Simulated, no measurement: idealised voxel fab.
process module | voxel self aligned vias
cross-section cut | 295 nm wide | cells 5 nm
A cross-section is a grid of square cells, given in bands from the top down. A band is one or more rows of cells.
Each band's line starts with the height of the band's top and of its bottom, in nm. Then come its materials from left to right, each with its width in nm. One material with "throughout" fills the band from edge to edge. "air" is empty space.
Height 0 is the level under which the wafer as received is all one material. The lowest band goes on downwards, as in "0 down".
A width such as "30 to 40" changes by the same amount from each row of cells to the next, from the band's top row to its bottom row.
"no change" after a step means that no cell of the cross-section changed.
closed voids: empty space of 8 cells or more with no open way to the top, each as width x height at its distance from the left edge, in nm
after a step's settings: what the simulator itself notes on the step
overlay nm, on a step with a mask: how far to the right of its planned place the mask lay; to the left if negative
plan
1 op RECEIVE | material Si
2 op CONFORMAL_DEP | material SiO2 | thk nm 15
3 op CONFORMAL_DEP | material SiCN | thk nm 5
4 op DIRECTIONAL_DEP | material SiO2 | thk nm 20
5 op PATTERN | tone open | mask id LINES | material resist | width nm 30 | pitch nm 65 | thk nm 20 | overlay nm 0
6 op DIRECTIONAL_ETCH | etch materials SiO2 | depth nm 20
7 op STRIP | etch materials resist
8 op CONFORMAL_DEP | material TiN | thk nm 5
9 op FILL_DEP | material Ru | thk nm 10
10 op CMP | height nm 40
11 op SELECTIVE_ETCH | etch materials W Ru TiN | depth nm 10
12 op FILL_DEP | material SiN | thk nm 10
13 op CMP | height nm 40
14 op DIRECTIONAL_DEP | material SiO2 | thk nm 15
15 op MASKED_ETCH | tone open | mask id VIAS | width nm 50 | etch materials SiO2 | depth nm 15 | overlay nm 0
16 op MASKED_ETCH | tone open | mask id VIAS | width nm 50 | etch materials SiN | depth nm 10 | overlay nm 0
17 op CONFORMAL_DEP | material TiN | thk nm 5
18 op FILL_DEP | material Ru | thk nm 5
19 op CMP | height nm 55
20 op CONFORMAL_DEP | material SiCN | thk nm 5
as received, after step 1
  0 down: Si throughout
  closed voids: none
first wafer at the end, as planned
  60 to 55: SiCN throughout
  55 to 45: SiO2 90 | TiN 5 | Ru 40 | TiN 5 | SiO2 155
  45 to 40: SiO2 90 | TiN 15 | Ru 20 | TiN 15 | SiO2 155
  40 to 35: SiO2 100 | TiN 5 | Ru 20 | TiN 5 | SiO2 35 | SiN 30 | SiO2 100
  35 to 30: SiO2 100 | TiN 30 | SiO2 35 | SiN 30 | SiO2 100
  30 to 25: SiO2 100 | TiN 5 | Ru 20 | TiN 5 | SiO2 35 | TiN 5 | Ru 20 | TiN 5 | SiO2 100
  25 to 20: SiO2 100 | TiN 30 | SiO2 35 | TiN 30 | SiO2 100
  20 to 15: SiCN throughout
  15 to 0: SiO2 throughout
  0 down: Si throughout
  closed voids: none
second wafer at the end: like start, like plan, one mistake
  60 to 55: SiCN throughout
  55 to 40: SiO2 90 | TiN 5 | Ru 40 | TiN 5 | SiO2 155
  40 to 35: SiO2 90 | TiN 5 | Ru 40 | TiN 5 | SiO2 25 | SiN 30 | SiO2 100
  35 to 30: SiO2 90 | TiN 50 | SiO2 25 | SiN 30 | SiO2 100
  30 to 25: SiO2 90 | TiN 15 | Ru 20 | TiN 15 | SiO2 25 | TiN 5 | Ru 20 | TiN 5 | SiO2 100
  25 to 20: SiO2 100 | TiN 30 | SiO2 35 | TiN 30 | SiO2 100
  20 to 15: SiCN throughout
  15 to 0: SiO2 throughout
  0 down: Si throughout
  closed voids: none
what went wrong: step 15 was run twice
at the end the second wafer has, in cells: 8 more of Ru | 12 fewer of SiO2 | 4 more of TiN
